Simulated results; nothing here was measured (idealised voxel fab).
voxel self aligned contacts: a process module
cross-section cut | 295 nm wide | cells 5 nm
How to read a cross-section here: the picture is a grid of square cells, written as bands going from the top down, and any band can span one or more rows of cells.
In this notation a band is specified by the heights of its top and bottom, in that order and in nm, after which its materials appear from left to right, each paired with its width in nm. The word "throughout" attached to a single material means that material fills the band from edge to edge; the word "empty" stands for empty space.
Height datum 0, below which the as-received substrate wafer is one material. Lowest band open at the bottom, running downward: "0 and below".
The width entry "30 to 40" should be interpreted row by row: the top row of cells in the band takes the first number, the bottom row takes the second number, and the change between adjacent rows is uniform throughout.
"same as before" -> step changed no cross-section cell.
Entry "Trapped void list". Content: empty spaces with no open connection to the top, size 8 cells or greater. Each: width x height at distance. Distance: from left edge. Unit: nm.
On each step's line, the part that comes after the settings is the simulator's own comment on the step.
overlay nm: how far to the right of its planned place the mask lay on this masked step (negative: to the left).

Listed below are the process steps as planned:
1,RECEIVE (material Si)
2,CONFORMAL_DEP (material SiO2; thk nm 5)
3,DIRECTIONAL_DEP (material polySi; thk nm 25)
4,DIRECTIONAL_DEP (material SiN; thk nm 20)
5,PATTERN (tone cover; mask id GATE; material resist; width nm 30; pitch nm 75; thk nm 15; overlay nm 0)
6,DIRECTIONAL_ETCH (etch materials SiN; depth nm 20)
7,DIRECTIONAL_ETCH (etch materials polySi; depth nm 25)
8,STRIP (etch materials resist)
9,CONFORMAL_DEP (material SiN; thk nm 10)
10,DIRECTIONAL_ETCH (etch materials SiN; depth nm 10)
11,FILL_DEP (material SiO2; thk nm 15)
12,CMP (height nm 55)
13,MASKED_ETCH (tone open; mask id CONTACT; width nm 55; etch materials SiO2; depth nm 55; overlay nm 0)
14,CONFORMAL_DEP (material TiN; thk nm 5)
15,FILL_DEP (material Ru; thk nm 5)
16,CMP (height nm 55)
17,CONFORMAL_DEP (material SiN; thk nm 5)

Cross-section, incoming material, after step 1:
  0 and below = Si throughout
  Trapped void list: none

Cross-section taken at module completion on the first of two wafers; processed per the plan:
  60 down to 55 = SiN throughout
  55 down to 50 = 120 of SiO2 | 20 of TiN | 15 of Ru | 20 of TiN | 120 of SiO2
  50 down to 30 = 85 of SiO2 | 50 of SiN | 5 of TiN | 15 of Ru | 5 of TiN | 50 of SiN | 85 of SiO2
  30 down to 5 = 85 of SiO2 | 10 of SiN | 30 of polySi | 10 of SiN | 5 of TiN | 15 of Ru | 5 of TiN | 10 of SiN | 30 of polySi | 10 of SiN | 85 of SiO2
  5 down to 0 = 135 of SiO2 | 25 of TiN | 135 of SiO2
  0 and below = Si throughout
  Trapped void list: none

End-of-module cross-section of the second wafer: identical starting point and process plan to the first, with one processing mistake:
  60 down to 55 = SiN throughout
  55 down to 50 = 120 of SiO2 | 20 of TiN | 15 of Ru | 20 of TiN | 120 of SiO2
  50 down to 30 = 85 of SiO2 | 50 of SiN | 5 of TiN | 15 of Ru | 5 of TiN | 50 of SiN | 85 of SiO2
  30 down to 20 = 85 of SiO2 | 10 of SiN | 30 of polySi | 10 of SiN | 5 of TiN | 15 of Ru | 5 of TiN | 10 of SiN | 30 of polySi | 10 of SiN | 85 of SiO2
  20 down to 15 = 85 of SiO2 | 10 of SiN | 30 of polySi | 10 of SiN | 25 of TiN | 10 of SiN | 30 of polySi | 10 of SiN | 85 of SiO2
  15 down to 5 = 95 of SiN | 30 of polySi | 45 of SiN | 30 of polySi | 95 of SiN
  5 down to 0 = SiO2 throughout
  0 and below = Si throughout
  Trapped void list: none
Here's what went sideways: plan steps 9 and 10 run swapped
Final difference in cells, second wafer against first, listed per material as more or fewer: -9 Ru; +78 SiN; -63 SiO2; -6 TiN
